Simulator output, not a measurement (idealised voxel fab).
The following process module bears the name voxel self aligned contacts.
Cross-sectional view cut (width: 290 nm; square cell size: 5 nm).
In what follows, cross-sections appear as grids of square cells, described through bands that run from the top down, where every band is one or more rows of cells. Band entry format. Leading values: height of top, height of bottom, nm. Remainder: materials in left-to-right order, each with its width in nm. Special words: "edge to edge" on a single material, which then fills the band edge to edge; "air", empty space. Where do heights start? At 0: under that level the wafer as delivered is made of one material only. And the lowest band has no floor; it just carries on downward, as in "0 down". So if you see something like "30 to 40" for the width, read it as the top row of the band sitting at the first number and the bottom row at the second, with every row in between moving by the same amount as the last. Where a step carries "no modification", the cross-section came out of it unchanged, cell for cell. Each empty space that has no open way to the top and spans at least 8 cells appears under "Closed voids list" as width x height at distance, the distance counted from the left edge, all in nm. What comes after the settings on a step's line is commentary from the simulator itself on that step. The optional step-line setting "overlay nm" applies to steps with a mask and quantifies how far to the right of its planned location the mask lay, a negative value indicating leftward placement.

These are the steps we planned for the process
- 1: RECEIVE: material Si
- 2: CONFORMAL_DEP: material SiO2, thk nm 5
- 3: DIRECTIONAL_DEP: material polySi, thk nm 25
- 4: DIRECTIONAL_DEP: material SiN, thk nm 15
- 5: PATTERN: tone cover, mask id GATE, material resist, width nm 35, pitch nm 60, thk nm 15, overlay nm 0
- 6: DIRECTIONAL_ETCH: etch materials SiN, depth nm 15
- 7: DIRECTIONAL_ETCH: etch materials polySi, depth nm 25
- 8: STRIP: etch materials resist
- 9: CONFORMAL_DEP: material SiN, thk nm 5
- 10: DIRECTIONAL_ETCH: etch materials SiN, depth nm 5
- 11: FILL_DEP: material SiO2, thk nm 20
- 12: CMP: height nm 55
- 13: DIRECTIONAL_DEP: material aC, thk nm 15
- 14: PATTERN: tone open, mask id CONTACT, material resist, width nm 35, thk nm 35, overlay nm 0
- 15: DIRECTIONAL_ETCH: etch materials aC, depth nm 15
- 16: STRIP: etch materials resist
- 17: DIRECTIONAL_ETCH: etch materials SiO2, depth nm 55
- 18: STRIP: etch materials aC
- 19: CONFORMAL_DEP: material TiN, thk nm 5
- 20: FILL_DEP: material Ru, thk nm 10
- 21: CMP: height nm 45
- 22: CONFORMAL_DEP: material SiCN, thk nm 5
Among the wafers covered here, the point of difference is the height nm at step 21; their starting state is shared, and the plan presents the value of the first wafer.

First of several wafers (as received, post step 1), cross-sectional view
* 0 down  Si edge to edge
* Closed voids list: none

First wafer of several, cross-section, module end, after step 22 (last)
* 50 to 45  SiCN edge to edge
* 45 to 30  SiO2 90 | SiN 45 | TiN 5 | Ru 5 | TiN 5 | SiN 45 | SiO2 95
* 30 to 5  SiO2 90 | SiN 5 | polySi 35 | SiN 5 | TiN 5 | Ru 5 | TiN 5 | SiN 5 | polySi 35 | SiN 5 | SiO2 95
* 5 to 0  SiO2 135 | TiN 15 | SiO2 140
* 0 down  Si edge to edge
* Closed voids list: none

X-section, last wafer, module end
* 75 to 70  SiCN edge to edge
* 70 to 60  Ru edge to edge
* 60 to 55  TiN 130 | Ru 25 | TiN 135
* 55 to 45  SiO2 125 | TiN 5 to 15 | Ru 25 to 5 | TiN 5 to 15 | SiO2 130
* 45 to 30  SiO2 90 | SiN 45 | TiN 5 | Ru 5 | TiN 5 | SiN 45 | SiO2 95
* 30 to 5  SiO2 90 | SiN 5 | polySi 35 | SiN 5 | TiN 5 | Ru 5 | TiN 5 | SiN 5 | polySi 35 | SiN 5 | SiO2 95
* 5 to 0  SiO2 135 | TiN 15 | SiO2 140
* 0 down  Si edge to edge
* Closed voids list: none

Below is a per-wafer table. In it, each row describes the wafer at the end of the module by giving, for each material, the number of cells gained (+) or lost (-) since the wafer was received, and after that the closed voids of the wafer
height nm 45; +8 Ru; +58 SiCN; +74 SiN; +351 SiO2; +19 TiN; +70 polySi; Closed voids list: none
height nm 50; +9 Ru; +58 SiCN; +74 SiN; +402 SiO2; +25 TiN; +70 polySi; Closed voids list: none
height nm 55; +14 Ru; +58 SiCN; +74 SiN; +453 SiO2; +27 TiN; +70 polySi; Closed voids list: none
height nm 60; +19 Ru; +58 SiCN; +74 SiN; +453 SiO2; +80 TiN; +70 polySi; Closed voids list: none
height nm 65; +77 Ru; +58 SiCN; +74 SiN; +453 SiO2; +80 TiN; +70 polySi; Closed voids list: none
height nm 70; +135 Ru; +58 SiCN; +74 SiN; +453 SiO2; +80 TiN; +70 polySi; Closed voids list: none
